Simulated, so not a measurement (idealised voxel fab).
The document below concerns the process module designated voxel self aligned contacts.
Section shown: cut. Width: 260 nm. Cell size: 5 nm, square.
Cross-section, as written here: a square-cell grid given band by band from the top down, where a band holds one or more rows of cells. In this notation a band is specified by the heights of its top and bottom, in that order and in nm, after which its materials appear from left to right, each paired with its width in nm. The word "full width" attached to a single material means that material fills the band from edge to edge; the word "empty" stands for empty space. Zero point of the height axis is 0; under it, received wafer = one material. Lowest band: continues down indefinitely, "0 and below". Width: "30..40" (first number = top row, second number = bottom row, same change from row to row of cells). Reading "same as before" for a step: not a cell of the cross-section changed in it. What "Trapped cavities" gives you is every empty space of 8 cells or more that is cut off from the top. Each appears as width x height at distance, with the distance taken from the left edge and width, height and distance all in nm. after a step's settings: what the simulator itself notes on the step. overlay nm, on a step with a mask: how far to the right of its planned place the mask lay; to the left if negative.
## Planned process steps
1) RECEIVE | material Si
2) CONFORMAL_DEP | material SiO2 | thk nm 5
3) DIRECTIONAL_DEP | material polySi | thk nm 25
4) DIRECTIONAL_DEP | material SiN | thk nm 25
5) PATTERN | tone cover | mask id GATE | material resist | width nm 25 | pitch nm 70 | thk nm 20 | overlay nm 0
6) DIRECTIONAL_ETCH | etch materials SiN | depth nm 25
7) DIRECTIONAL_ETCH | etch materials polySi | depth nm 25
8) STRIP | etch materials resist
9) CONFORMAL_DEP | material SiN | thk nm 10
10) DIRECTIONAL_ETCH | etch materials SiN | depth nm 10
11) FILL_DEP | material SiO2 | thk nm 20
12) CMP | height nm 65
13) MASKED_ETCH | tone open | mask id CONTACT | width nm 55 | etch materials SiO2 | depth nm 65 | overlay nm 0
14) CONFORMAL_DEP | material TiN | thk nm 5
15) FILL_DEP | material Ru | thk nm 5
16) CMP | height nm 65
17) CONFORMAL_DEP | material SiN | thk nm 5
## Concerning the first of two wafers, which was run in accordance with the plan
## As-received state of the wafer in cross-section, equivalent to post-step 1
  0 and below: Si full width
  Trapped cavities: none
## Presented here is a cross-section of the wafer after step 2 has been performed
  5 down to 0: SiO2 full width
  Below a height of 0, the structure has not been altered.
## Presented here is a cross-section of the wafer after step 3 has been performed
  30 down to 5: polySi full width
  Below a height of 5, the structure has not been altered.
## Presented here is a cross-section of the wafer after step 4 has been performed
  55 down to 30: SiN full width
  Below a height of 30, the structure has not been altered.
## Presented here is a cross-section of the wafer after step 5 has been performed
  75 down to 55: 80 nm empty; 25 nm resist; 45 nm empty; 25 nm resist; 85 nm empty
  Below a height of 55, the structure has not been altered.
## Presented here is a cross-section of the wafer after step 6 has been performed
  75 down to 55: 80 nm empty; 25 nm resist; 45 nm empty; 25 nm resist; 85 nm empty
  55 down to 30: 80 nm empty; 25 nm SiN; 45 nm empty; 25 nm SiN; 85 nm empty
  Below a height of 30, the structure has not been altered.
## Presented here is a cross-section of the wafer after step 7 has been performed
  75 down to 55: 80 nm empty; 25 nm resist; 45 nm empty; 25 nm resist; 85 nm empty
  55 down to 30: 80 nm empty; 25 nm SiN; 45 nm empty; 25 nm SiN; 85 nm empty
  30 down to 5: 80 nm empty; 25 nm polySi; 45 nm empty; 25 nm polySi; 85 nm empty
  Below a height of 5, the structure has not been altered.
## Presented here is a cross-section of the wafer after step 8 has been performed
  55 down to 30: 80 nm empty; 25 nm SiN; 45 nm empty; 25 nm SiN; 85 nm empty
  Below a height of 30, the structure has not been altered.
## Presented here is a cross-section of the wafer after step 9 has been performed
  65 down to 30: 70 nm empty; 45 nm SiN; 25 nm empty; 45 nm SiN; 75 nm empty
  30 down to 15: 70 nm empty; 10 nm SiN; 25 nm polySi; 10 nm SiN; 25 nm empty; 10 nm SiN; 25 nm polySi; 10 nm SiN; 75 nm empty
  15 down to 5: 80 nm SiN; 25 nm polySi; 45 nm SiN; 25 nm polySi; 85 nm SiN
  Below a height of 5, the structure has not been altered.
## Presented here is a cross-section of the wafer after step 10 has been performed
  55 down to 30: 70 nm empty; 45 nm SiN; 25 nm empty; 45 nm SiN; 75 nm empty
  30 down to 5: 70 nm empty; 10 nm SiN; 25 nm polySi; 10 nm SiN; 25 nm empty; 10 nm SiN; 25 nm polySi; 10 nm SiN; 75 nm empty
  Below a height of 5, the structure has not been altered.
## Presented here is a cross-section of the wafer after step 11 has been performed
  75 down to 55: SiO2 full width
  55 down to 30: 70 nm SiO2; 45 nm SiN; 25 nm SiO2; 45 nm SiN; 75 nm SiO2
  30 down to 5: 70 nm SiO2; 10 nm SiN; 25 nm polySi; 10 nm SiN; 25 nm SiO2; 10 nm SiN; 25 nm polySi; 10 nm SiN; 75 nm SiO2
  Below a height of 5, the structure has not been altered.
## Presented here is a cross-section of the wafer after step 12 has been performed
  65 down to 55: SiO2 full width
  Below a height of 55, the structure has not been altered.
## Presented here is a cross-section of the wafer after step 13 has been performed
  65 down to 55: 100 nm SiO2; 55 nm empty; 105 nm SiO2
  55 down to 30: 70 nm SiO2; 45 nm SiN; 25 nm empty; 45 nm SiN; 75 nm SiO2
  30 down to 5: 70 nm SiO2; 10 nm SiN; 25 nm polySi; 10 nm SiN; 25 nm empty; 10 nm SiN; 25 nm polySi; 10 nm SiN; 75 nm SiO2
  5 down to 0: 115 nm SiO2; 25 nm empty; 120 nm SiO2
  Below a height of 0, the structure has not been altered.
## Presented here is a cross-section of the wafer after step 14 has been performed
  70 down to 65: 105 nm TiN; 45 nm empty; 110 nm TiN
  65 down to 55: 100 nm SiO2; 5..20 nm TiN; 45..15 nm empty; 5..20 nm TiN; 105 nm SiO2
  55 down to 30: 70 nm SiO2; 45 nm SiN; 5 nm TiN; 15 nm empty; 5 nm TiN; 45 nm SiN; 75 nm SiO2
  30 down to 5: 70 nm SiO2; 10 nm SiN; 25 nm polySi; 10 nm SiN; 5 nm TiN; 15 nm empty; 5 nm TiN; 10 nm SiN; 25 nm polySi; 10 nm SiN; 75 nm SiO2
  5 down to 0: 115 nm SiO2; 25 nm TiN; 120 nm SiO2
  Below a height of 0, the structure has not been altered.
## Presented here is a cross-section of the wafer after step 15 has been performed
  75 down to 70: Ru full width
  70 down to 65: 105 nm TiN; 45 nm Ru; 110 nm TiN
  65 down to 55: 100 nm SiO2; 5..20 nm TiN; 45..15 nm Ru; 5..20 nm TiN; 105 nm SiO2
  55 down to 30: 70 nm SiO2; 45 nm SiN; 5 nm TiN; 15 nm Ru; 5 nm TiN; 45 nm SiN; 75 nm SiO2
  30 down to 5: 70 nm SiO2; 10 nm SiN; 25 nm polySi; 10 nm SiN; 5 nm TiN; 15 nm Ru; 5 nm TiN; 10 nm SiN; 25 nm polySi; 10 nm SiN; 75 nm SiO2
  Below a height of 5, the structure has not been altered.
## Presented here is a cross-section of the wafer after step 16 has been performed
  65 down to 55: 100 nm SiO2; 5..20 nm TiN; 45..15 nm Ru; 5..20 nm TiN; 105 nm SiO2
  Below a height of 55, the structure has not been altered.
## Presented here is a cross-section of the wafer after step 17 has been performed
  70 down to 65: SiN full width
  Below a height of 65, the structure has not been altered.
## The second wafer: identical to the first at the outset and in its planned sequence, differing only in that one mistake was made during processing; up to and including step 4, its path is the first wafer's path
## Second wafer shown in cross-section at the time step 5 was slated to end
  75 down to 55: 85 nm empty; 15 nm resist; 55 nm empty; 15 nm resist; 90 nm empty
  Below a height of 55, the structure has not been altered.
## Second wafer shown in cross-section at the time step 6 was slated to end
  75 down to 55: 85 nm empty; 15 nm resist; 55 nm empty; 15 nm resist; 90 nm empty
  55 down to 30: 85 nm empty; 15 nm SiN; 55 nm empty; 15 nm SiN; 90 nm empty
  Below a height of 30, the structure has not been altered.
## Second wafer shown in cross-section at the time step 7 was slated to end
  75 down to 55: 85 nm empty; 15 nm resist; 55 nm empty; 15 nm resist; 90 nm empty
  55 down to 30: 85 nm empty; 15 nm SiN; 55 nm empty; 15 nm SiN; 90 nm empty
  30 down to 5: 85 nm empty; 15 nm polySi; 55 nm empty; 15 nm polySi; 90 nm empty
  Below a height of 5, the structure has not been altered.
## Second wafer shown in cross-section at the time step 8 was slated to end
  55 down to 30: 85 nm empty; 15 nm SiN; 55 nm empty; 15 nm SiN; 90 nm empty
  Below a height of 30, the structure has not been altered.
## Second wafer shown in cross-section at the time step 9 was slated to end
  65 down to 30: 75 nm empty; 35 nm SiN; 35 nm empty; 35 nm SiN; 80 nm empty
  30 down to 15: 75 nm empty; 10 nm SiN; 15 nm polySi; 10 nm SiN; 35 nm empty; 10 nm SiN; 15 nm polySi; 10 nm SiN; 80 nm empty
  15 down to 5: 85 nm SiN; 15 nm polySi; 55 nm SiN; 15 nm polySi; 90 nm SiN
  Below a height of 5, the structure has not been altered.
## Second wafer shown in cross-section at the time step 10 was slated to end
  55 down to 30: 75 nm empty; 35 nm SiN; 35 nm empty; 35 nm SiN; 80 nm empty
  30 down to 5: 75 nm empty; 10 nm SiN; 15 nm polySi; 10 nm SiN; 35 nm empty; 10 nm SiN; 15 nm polySi; 10 nm SiN; 80 nm empty
  Below a height of 5, the structure has not been altered.
## Second wafer shown in cross-section at the time step 11 was slated to end
  75 down to 55: SiO2 full width
  55 down to 30: 75 nm SiO2; 35 nm SiN; 35 nm SiO2; 35 nm SiN; 80 nm SiO2
  30 down to 5: 75 nm SiO2; 10 nm SiN; 15 nm polySi; 10 nm SiN; 35 nm SiO2; 10 nm SiN; 15 nm polySi; 10 nm SiN; 80 nm SiO2
  Below a height of 5, the structure has not been altered.
## Second wafer shown in cross-section at the time step 12 was slated to end
  65 down to 55: SiO2 full width
  Below a height of 55, the structure has not been altered.
## Second wafer shown in cross-section at the time step 13 was slated to end
  65 down to 55: 100 nm SiO2; 55 nm empty; 105 nm SiO2
  55 down to 30: 75 nm SiO2; 35 nm SiN; 35 nm empty; 35 nm SiN; 80 nm SiO2
  30 down to 5: 75 nm SiO2; 10 nm SiN; 15 nm polySi; 10 nm SiN; 35 nm empty; 10 nm SiN; 15 nm polySi; 10 nm SiN; 80 nm SiO2
  5 down to 0: 110 nm SiO2; 35 nm empty; 115 nm SiO2
  Below a height of 0, the structure has not been altered.
## Second wafer shown in cross-section at the time step 14 was slated to end
  70 down to 65: 105 nm TiN; 45 nm empty; 110 nm TiN
  65 down to 55: 100 nm SiO2; 5..15 nm TiN; 45..25 nm empty; 5..15 nm TiN; 105 nm SiO2
  55 down to 30: 75 nm SiO2; 35 nm SiN; 5 nm TiN; 25 nm empty; 5 nm TiN; 35 nm SiN; 80 nm SiO2
  30 down to 5: 75 nm SiO2; 10 nm SiN; 15 nm polySi; 10 nm SiN; 5 nm TiN; 25 nm empty; 5 nm TiN; 10 nm SiN; 15 nm polySi; 10 nm SiN; 80 nm SiO2
  5 down to 0: 110 nm SiO2; 35 nm TiN; 115 nm SiO2
  Below a height of 0, the structure has not been altered.
## Second wafer shown in cross-section at the time step 15 was slated to end
  75 down to 70: Ru full width
  70 down to 65: 105 nm TiN; 45 nm Ru; 110 nm TiN
  65 down to 55: 100 nm SiO2; 5..15 nm TiN; 45..25 nm Ru; 5..15 nm TiN; 105 nm SiO2
  55 down to 30: 75 nm SiO2; 35 nm SiN; 5 nm TiN; 25 nm Ru; 5 nm TiN; 35 nm SiN; 80 nm SiO2
  30 down to 5: 75 nm SiO2; 10 nm SiN; 15 nm polySi; 10 nm SiN; 5 nm TiN; 25 nm Ru; 5 nm TiN; 10 nm SiN; 15 nm polySi; 10 nm SiN; 80 nm SiO2
  Below a height of 5, the structure has not been altered.
## Second wafer shown in cross-section at the time step 16 was slated to end
  65 down to 55: 100 nm SiO2; 5..15 nm TiN; 45..25 nm Ru; 5..15 nm TiN; 105 nm SiO2
  Below a height of 55, the structure has not been altered.
## Second wafer shown in cross-section at the time step 17 was slated to end
  70 down to 65: SiN full width
  Below a height of 65, the structure has not been altered.
Deviation from plan: heads up, step 5 didn't go per plan, it actually ran as PATTERN | tone cover | mask id GATE | material resist | width nm 15 | pitch nm 70 | thk nm 20 | overlay nm 0
Final difference in cells, second wafer against first, listed per material as more or fewer: Ru: 22 more, SiN: 20 fewer, SiO2: 18 more, polySi: 20 fewer
